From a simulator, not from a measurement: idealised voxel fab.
process module | voxel transistor to metal
cross-section cut | 155 nm wide | cells 5 nm
A cross-section is a grid of square cells, given in bands from the top down. A band is one or more rows of cells.
Each band's line starts with the height of the band's top and of its bottom, in nm. Then come its materials from left to right, each with its width in nm. One material with "throughout" fills the band from edge to edge. "air" is empty space.
Height 0 is the level under which the wafer as received is all one material. The lowest band goes on downwards, as in "0 down".
A width such as "30 to 40" changes by the same amount from each row of cells to the next, from the band's top row to its bottom row.
"no change" after a step means that no cell of the cross-section changed.
closed voids: empty space of 8 cells or more with no open way to the top, each as width x height at its distance from the left edge, in nm
after a step's settings: what the simulator itself notes on the step
overlay nm, on a step with a mask: how far to the right of its planned place the mask lay; to the left if negative
plan
1 op RECEIVE | material Si
2 op CONFORMAL_DEP | material SiO2 | thk nm 5
3 op CONFORMAL_DEP | material SiN | thk nm 10
4 op PATTERN | tone cover | mask id ACTIVE | material resist | width nm 105 | thk nm 15 | overlay nm 0
5 op DIRECTIONAL_ETCH | etch materials SiN | depth nm 10
6 op DIRECTIONAL_ETCH | etch materials SiO2 | depth nm 5
7 op DIRECTIONAL_ETCH | etch materials Si | depth nm 35
8 op STRIP | etch materials resist
9 op OXIDIZE | depth nm 5
10 op FILL_DEP | material SiO2 | thk nm 10
11 op CMP | height nm 15
12 op SELECTIVE_ETCH | etch materials SiO2 | depth nm 10
13 op STRIP | etch materials SiN
14 op SELECTIVE_ETCH | etch materials SiO2 | depth nm 5
15 op OXIDIZE | depth nm 5
16 op DIRECTIONAL_DEP | material polySi | thk nm 20
17 op DIRECTIONAL_DEP | material SiCN | thk nm 10
18 op MASKED_ETCH | tone cover | mask id GATE | width nm 25 | etch materials SiCN | depth nm 20 | overlay nm 0
19 op MASKED_ETCH | tone cover | mask id GATE | width nm 25 | etch materials polySi | depth nm 30 | overlay nm 0
20 op CONFORMAL_DEP | material SiN | thk nm 10
21 op DIRECTIONAL_ETCH | etch materials SiN | depth nm 10
22 op DIRECTIONAL_ETCH | etch materials SiO2 | depth nm 5
23 op EPI | material SiGe | thk nm 5
24 op FILL_DEP | material SiO2 | thk nm 10
25 op CMP | height nm 30
26 op DIRECTIONAL_DEP | material SiO2 | thk nm 10
27 op MASKED_ETCH | tone open | mask id CONTACT | width nm 25 | pitch nm 60 | etch materials SiO2 | depth nm 40 | overlay nm 0
28 op CONFORMAL_DEP | material TiN | thk nm 5
29 op FILL_DEP | material Ru | thk nm 5
30 op CMP | height nm 40
31 op CONFORMAL_DEP | material SiN | thk nm 5
32 op DIRECTIONAL_DEP | material SiO2 | thk nm 20
33 op PATTERN | tone open | mask id METAL_1 | material resist | width nm 15 | pitch nm 70 | thk nm 20 | overlay nm 0
34 op DIRECTIONAL_ETCH | etch materials SiO2 | depth nm 20
35 op DIRECTIONAL_ETCH | etch materials SiN | depth nm 5
36 op STRIP | etch materials resist
37 op CONFORMAL_DEP | material TiN | thk nm 5
38 op FILL_DEP | material Cu | thk nm 5
39 op CMP | height nm 65
40 op EPI | material Ru | thk nm 5
41 op FILL_DEP | material SiCN | thk nm 5
42 op DIRECTIONAL_DEP | material lowk | thk nm 35
43 op DIRECTIONAL_DEP | material aC | thk nm 15
44 op PATTERN | tone open | mask id METAL_2 | material resist | width nm 15 | pitch nm 70 | thk nm 30 | overlay nm 0
45 op DIRECTIONAL_ETCH | etch materials aC | depth nm 15
46 op STRIP | etch materials resist
47 op DIRECTIONAL_ETCH | etch materials lowk | depth nm 20
48 op STRIP | etch materials aC
49 op PATTERN | tone open | mask id METAL_2_HOLES | material resist | width nm 15 | pitch nm 70 | thk nm 15 | overlay nm 0
50 op DIRECTIONAL_ETCH | etch materials lowk | depth nm 15
51 op DIRECTIONAL_ETCH | etch materials SiCN | depth nm 5
52 op STRIP | etch materials resist
53 op CONFORMAL_DEP | material TiN | thk nm 5
54 op FILL_DEP | material Ru | thk nm 5
55 op CMP | height nm 110
56 op CONFORMAL_DEP | material SiCN | thk nm 5
first wafer, as planned
as received, after step 1
  0 down: Si throughout
  closed voids: none
after step 2
  5 to 0: SiO2 throughout
  below 0: unchanged
after step 3
  15 to 5: SiN throughout
  below 5: unchanged
after step 4
  30 to 15: air 25 | resist 105 | air 25
  below 15: unchanged
after step 5
  30 to 15: air 25 | resist 105 | air 25
  15 to 5: air 25 | SiN 105 | air 25
  below 5: unchanged
after step 6
  30 to 15: air 25 | resist 105 | air 25
  15 to 5: air 25 | SiN 105 | air 25
  5 to 0: air 25 | SiO2 105 | air 25
  below 0: unchanged
after step 7
  30 to 15: air 25 | resist 105 | air 25
  15 to 5: air 25 | SiN 105 | air 25
  5 to 0: air 25 | SiO2 105 | air 25
  0 to -35: air 25 | Si 105 | air 25
  below -35: unchanged
after step 8
  15 to 5: air 25 | SiN 105 | air 25
  below 5: unchanged
after step 9
  15 to 5: air 25 | SiN 105 | air 25
  5 to 0: air 25 | SiO2 105 | air 25
  0 to -35: air 25 | SiO2 5 | Si 95 | SiO2 5 | air 25
  -35 to -40: SiO2 30 | Si 95 | SiO2 30
  below -40: unchanged
after step 10
  25 to 15: SiO2 throughout
  15 to 5: SiO2 25 | SiN 105 | SiO2 25
  5 to 0: SiO2 throughout
  0 to -40: SiO2 30 | Si 95 | SiO2 30
  below -40: unchanged
after step 11
  15 to 5: SiO2 25 | SiN 105 | SiO2 25
  below 5: unchanged
after step 12
  15 to 5: air 25 | SiN 105 | air 25
  below 5: unchanged
after step 13
  5 to 0: SiO2 throughout
  below 0: unchanged
after step 14
  0 to -40: SiO2 30 | Si 95 | SiO2 30
  below -40: unchanged
after step 15
  0 to -5: SiO2 throughout
  below -5: unchanged
after step 16
  20 to 0: polySi throughout
  below 0: unchanged
after step 17
  30 to 20: SiCN throughout
  below 20: unchanged
after step 18
  30 to 20: air 65 | SiCN 25 | air 65
  below 20: unchanged
after step 19
  30 to 20: air 65 | SiCN 25 | air 65
  20 to 0: air 65 | polySi 25 | air 65
  below 0: unchanged
after step 20
  40 to 30: air 55 | SiN 45 | air 55
  30 to 20: air 55 | SiN 10 | SiCN 25 | SiN 10 | air 55
  20 to 10: air 55 | SiN 10 | polySi 25 | SiN 10 | air 55
  10 to 0: SiN 65 | polySi 25 | SiN 65
  below 0: unchanged
after step 21
  30 to 20: air 55 | SiN 10 | SiCN 25 | SiN 10 | air 55
  20 to 0: air 55 | SiN 10 | polySi 25 | SiN 10 | air 55
  below 0: unchanged
after step 22
  30 to 20: air 55 | SiN 10 | SiCN 25 | SiN 10 | air 55
  20 to 0: air 55 | SiN 10 | polySi 25 | SiN 10 | air 55
  0 to -5: air 55 | SiO2 45 | air 55
  below -5: unchanged
after step 23
  30 to 20: air 55 | SiN 10 | SiCN 25 | SiN 10 | air 55
  20 to 0: air 55 | SiN 10 | polySi 25 | SiN 10 | air 55
  0 to -5: air 25 | SiGe 30 | SiO2 45 | SiGe 30 | air 25
  below -5: unchanged
after step 24
  40 to 30: SiO2 throughout
  30 to 20: SiO2 55 | SiN 10 | SiCN 25 | SiN 10 | SiO2 55
  20 to 0: SiO2 55 | SiN 10 | polySi 25 | SiN 10 | SiO2 55
  0 to -5: SiO2 25 | SiGe 30 | SiO2 45 | SiGe 30 | SiO2 25
  below -5: unchanged
after step 25
  30 to 20: SiO2 55 | SiN 10 | SiCN 25 | SiN 10 | SiO2 55
  below 20: unchanged
after step 26
  40 to 30: SiO2 throughout
  below 30: unchanged
after step 27
  40 to 30: SiO2 35 | air 25 | SiO2 35 | air 25 | SiO2 35
  30 to 20: SiO2 35 | air 20 | SiN 10 | SiCN 25 | SiN 10 | air 20 | SiO2 35
  20 to 0: SiO2 35 | air 20 | SiN 10 | polySi 25 | SiN 10 | air 20 | SiO2 35
  below 0: unchanged
after step 28
  45 to 40: TiN 40 | air 15 | TiN 45 | air 15 | TiN 40
  40 to 30: SiO2 35 | TiN 5 | air 15 to 10 | TiN 5 to 10 | SiO2 35 | TiN 5 to 10 | air 15 to 10 | TiN 5 | SiO2 35
  30 to 20: SiO2 35 | TiN 5 | air 10 | TiN 5 | SiN 10 | SiCN 25 | SiN 10 | TiN 5 | air 10 | TiN 5 | SiO2 35
  20 to 5: SiO2 35 | TiN 5 | air 10 | TiN 5 | SiN 10 | polySi 25 | SiN 10 | TiN 5 | air 10 | TiN 5 | SiO2 35
  5 to 0: SiO2 35 | TiN 20 | SiN 10 | polySi 25 | SiN 10 | TiN 20 | SiO2 35
  below 0: unchanged
after step 29
  50 to 45: Ru throughout
  45 to 40: TiN 40 | Ru 15 | TiN 45 | Ru 15 | TiN 40
  40 to 30: SiO2 35 | TiN 5 | Ru 15 to 10 | TiN 5 to 10 | SiO2 35 | TiN 5 to 10 | Ru 15 to 10 | TiN 5 | SiO2 35
  30 to 20: SiO2 35 | TiN 5 | Ru 10 | TiN 5 | SiN 10 | SiCN 25 | SiN 10 | TiN 5 | Ru 10 | TiN 5 | SiO2 35
  20 to 5: SiO2 35 | TiN 5 | Ru 10 | TiN 5 | SiN 10 | polySi 25 | SiN 10 | TiN 5 | Ru 10 | TiN 5 | SiO2 35
  below 5: unchanged
after step 30
  40 to 30: SiO2 35 | TiN 5 | Ru 15 to 10 | TiN 5 to 10 | SiO2 35 | TiN 5 to 10 | Ru 15 to 10 | TiN 5 | SiO2 35
  below 30: unchanged
after step 31
  45 to 40: SiN throughout
  below 40: unchanged
after step 32
  65 to 45: SiO2 throughout
  below 45: unchanged
after step 33
  85 to 65: resist 35 | air 15 | resist 55 | air 15 | resist 35
  below 65: unchanged
after step 34
  85 to 65: resist 35 | air 15 | resist 55 | air 15 | resist 35
  65 to 45: SiO2 35 | air 15 | SiO2 55 | air 15 | SiO2 35
  below 45: unchanged
after step 35
  85 to 65: resist 35 | air 15 | resist 55 | air 15 | resist 35
  65 to 45: SiO2 35 | air 15 | SiO2 55 | air 15 | SiO2 35
  45 to 40: SiN 35 | air 15 | SiN 55 | air 15 | SiN 35
  below 40: unchanged
after step 36
  65 to 45: SiO2 35 | air 15 | SiO2 55 | air 15 | SiO2 35
  below 45: unchanged
after step 37
  70 to 65: TiN 40 | air 5 | TiN 65 | air 5 | TiN 40
  65 to 45: SiO2 35 | TiN 5 | air 5 | TiN 5 | SiO2 55 | TiN 5 | air 5 | TiN 5 | SiO2 35
  45 to 40: SiN 35 | TiN 15 | SiN 55 | TiN 15 | SiN 35
  below 40: unchanged
after step 38
  75 to 70: Cu throughout
  70 to 65: TiN 40 | Cu 5 | TiN 65 | Cu 5 | TiN 40
  65 to 45: SiO2 35 | TiN 5 | Cu 5 | TiN 5 | SiO2 55 | TiN 5 | Cu 5 | TiN 5 | SiO2 35
  below 45: unchanged
after step 39
  65 to 45: SiO2 35 | TiN 5 | Cu 5 | TiN 5 | SiO2 55 | TiN 5 | Cu 5 | TiN 5 | SiO2 35
  below 45: unchanged
after step 40
  70 to 65: air 30 | Ru 25 | air 45 | Ru 25 | air 30
  below 65: unchanged
after step 41
  75 to 70: SiCN throughout
  70 to 65: SiCN 30 | Ru 25 | SiCN 45 | Ru 25 | SiCN 30
  below 65: unchanged
after step 42
  110 to 75: lowk throughout
  below 75: unchanged
after step 43
  125 to 110: aC throughout
  below 110: unchanged
after step 44
  155 to 125: resist 35 | air 15 | resist 55 | air 15 | resist 35
  below 125: unchanged
after step 45
  140 to 125: resist 35 | air 15 | resist 55 | air 15 | resist 35
  125 to 110: aC 35 | air 15 | aC 55 | air 15 | aC 35
  below 110: unchanged
after step 46
  125 to 110: aC 35 | air 15 | aC 55 | air 15 | aC 35
  below 110: unchanged
after step 47
  125 to 110: aC 35 | air 15 | aC 55 | air 15 | aC 35
  110 to 90: lowk 35 | air 15 | lowk 55 | air 15 | lowk 35
  below 90: unchanged
after step 48
  110 to 90: lowk 35 | air 15 | lowk 55 | air 15 | lowk 35
  below 90: unchanged
after step 49
  125 to 110: resist 35 | air 15 | resist 55 | air 15 | resist 35
  below 110: unchanged
after step 50
  125 to 110: resist 35 | air 15 | resist 55 | air 15 | resist 35
  110 to 75: lowk 35 | air 15 | lowk 55 | air 15 | lowk 35
  below 75: unchanged
after step 51
  125 to 110: resist 35 | air 15 | resist 55 | air 15 | resist 35
  110 to 75: lowk 35 | air 15 | lowk 55 | air 15 | lowk 35
  75 to 70: SiCN 35 | air 15 | SiCN 55 | air 15 | SiCN 35
  below 70: unchanged
after step 52
  110 to 75: lowk 35 | air 15 | lowk 55 | air 15 | lowk 35
  below 75: unchanged
after step 53
  115 to 110: TiN 40 | air 5 | TiN 65 | air 5 | TiN 40
  110 to 75: lowk 35 | TiN 5 | air 5 | TiN 5 | lowk 55 | TiN 5 | air 5 | TiN 5 | lowk 35
  75 to 70: SiCN 35 | TiN 15 | SiCN 55 | TiN 15 | SiCN 35
  below 70: unchanged
after step 54
  120 to 115: Ru throughout
  115 to 110: TiN 40 | Ru 5 | TiN 65 | Ru 5 | TiN 40
  110 to 75: lowk 35 | TiN 5 | Ru 5 | TiN 5 | lowk 55 | TiN 5 | Ru 5 | TiN 5 | lowk 35
  below 75: unchanged
after step 55
  110 to 75: lowk 35 | TiN 5 | Ru 5 | TiN 5 | lowk 55 | TiN 5 | Ru 5 | TiN 5 | lowk 35
  below 75: unchanged
after step 56
  115 to 110: SiCN throughout
  below 110: unchanged
second wafer: like start, like plan, one mistake. Through step 40 it matches the first wafer
when step 41 should have ended: no change
when step 42 should have ended
  105 to 100: air 30 | lowk 25 | air 45 | lowk 25 | air 30
  100 to 70: lowk throughout
  70 to 65: lowk 30 | Ru 25 | lowk 45 | Ru 25 | lowk 30
  below 65: unchanged
when step 43 should have ended
  120 to 115: air 30 | aC 25 | air 45 | aC 25 | air 30
  115 to 105: aC throughout
  105 to 100: aC 30 | lowk 25 | aC 45 | lowk 25 | aC 30
  below 100: unchanged
when step 44 should have ended
  150 to 120: resist 35 | air 15 | resist 55 | air 15 | resist 35
  120 to 115: resist 30 | aC 25 | resist 45 | aC 25 | resist 30
  below 115: unchanged
when step 45 should have ended
  135 to 120: resist 35 | air 15 | resist 55 | air 15 | resist 35
  120 to 115: resist 30 | aC 5 | air 15 | aC 5 | resist 45 | aC 5 | air 15 | aC 5 | resist 30
  115 to 105: aC 35 | air 15 | aC 55 | air 15 | aC 35
  below 105: unchanged
when step 46 should have ended
  120 to 115: air 30 | aC 5 | air 15 | aC 5 | air 45 | aC 5 | air 15 | aC 5 | air 30
  below 115: unchanged
when step 47 should have ended
  120 to 115: air 30 | aC 5 | air 15 | aC 5 | air 45 | aC 5 | air 15 | aC 5 | air 30
  115 to 105: aC 35 | air 15 | aC 55 | air 15 | aC 35
  105 to 100: aC 30 | lowk 5 | air 15 | lowk 5 | aC 45 | lowk 5 | air 15 | lowk 5 | aC 30
  100 to 85: lowk 35 | air 15 | lowk 55 | air 15 | lowk 35
  below 85: unchanged
when step 48 should have ended
  105 to 100: air 30 | lowk 5 | air 15 | lowk 5 | air 45 | lowk 5 | air 15 | lowk 5 | air 30
  below 100: unchanged
when step 49 should have ended
  120 to 105: resist 35 | air 15 | resist 55 | air 15 | resist 35
  105 to 100: resist 30 | lowk 5 | air 15 | lowk 5 | resist 45 | lowk 5 | air 15 | lowk 5 | resist 30
  below 100: unchanged
when step 50 should have ended
  120 to 105: resist 35 | air 15 | resist 55 | air 15 | resist 35
  105 to 100: resist 30 | lowk 5 | air 15 | lowk 5 | resist 45 | lowk 5 | air 15 | lowk 5 | resist 30
  100 to 70: lowk 35 | air 15 | lowk 55 | air 15 | lowk 35
  below 70: unchanged
when step 51 should have ended: no change
when step 52 should have ended
  105 to 100: air 30 | lowk 5 | air 15 | lowk 5 | air 45 | lowk 5 | air 15 | lowk 5 | air 30
  below 100: unchanged
when step 53 should have ended
  110 to 105: air 25 | TiN 15 | air 5 | TiN 15 | air 35 | TiN 15 | air 5 | TiN 15 | air 25
  105 to 100: TiN 30 | lowk 5 | TiN 5 | air 5 | TiN 5 | lowk 5 | TiN 45 | lowk 5 | TiN 5 | air 5 | TiN 5 | lowk 5 | TiN 30
  100 to 75: lowk 35 | TiN 5 | air 5 | TiN 5 | lowk 55 | TiN 5 | air 5 | TiN 5 | lowk 35
  75 to 70: lowk 35 | TiN 15 | lowk 55 | TiN 15 | lowk 35
  below 70: unchanged
when step 54 should have ended
  115 to 110: Ru throughout
  110 to 105: Ru 25 | TiN 15 | Ru 5 | TiN 15 | Ru 35 | TiN 15 | Ru 5 | TiN 15 | Ru 25
  105 to 100: TiN 30 | lowk 5 | TiN 5 | Ru 5 | TiN 5 | lowk 5 | TiN 45 | lowk 5 | TiN 5 | Ru 5 | TiN 5 | lowk 5 | TiN 30
  100 to 75: lowk 35 | TiN 5 | Ru 5 | TiN 5 | lowk 55 | TiN 5 | Ru 5 | TiN 5 | lowk 35
  below 75: unchanged
when step 55 should have ended
  110 to 105: Ru 25 | TiN 15 | Ru 5 | TiN 15 | Ru 35 | TiN 15 | Ru 5 | TiN 15 | Ru 25
  below 105: unchanged
when step 56 should have ended
  115 to 110: SiCN throughout
  below 110: unchanged
what went wrong: step 41 was left out
at the end the second wafer has, in cells: 17 more of Ru | 46 fewer of SiCN | 29 more of TiN
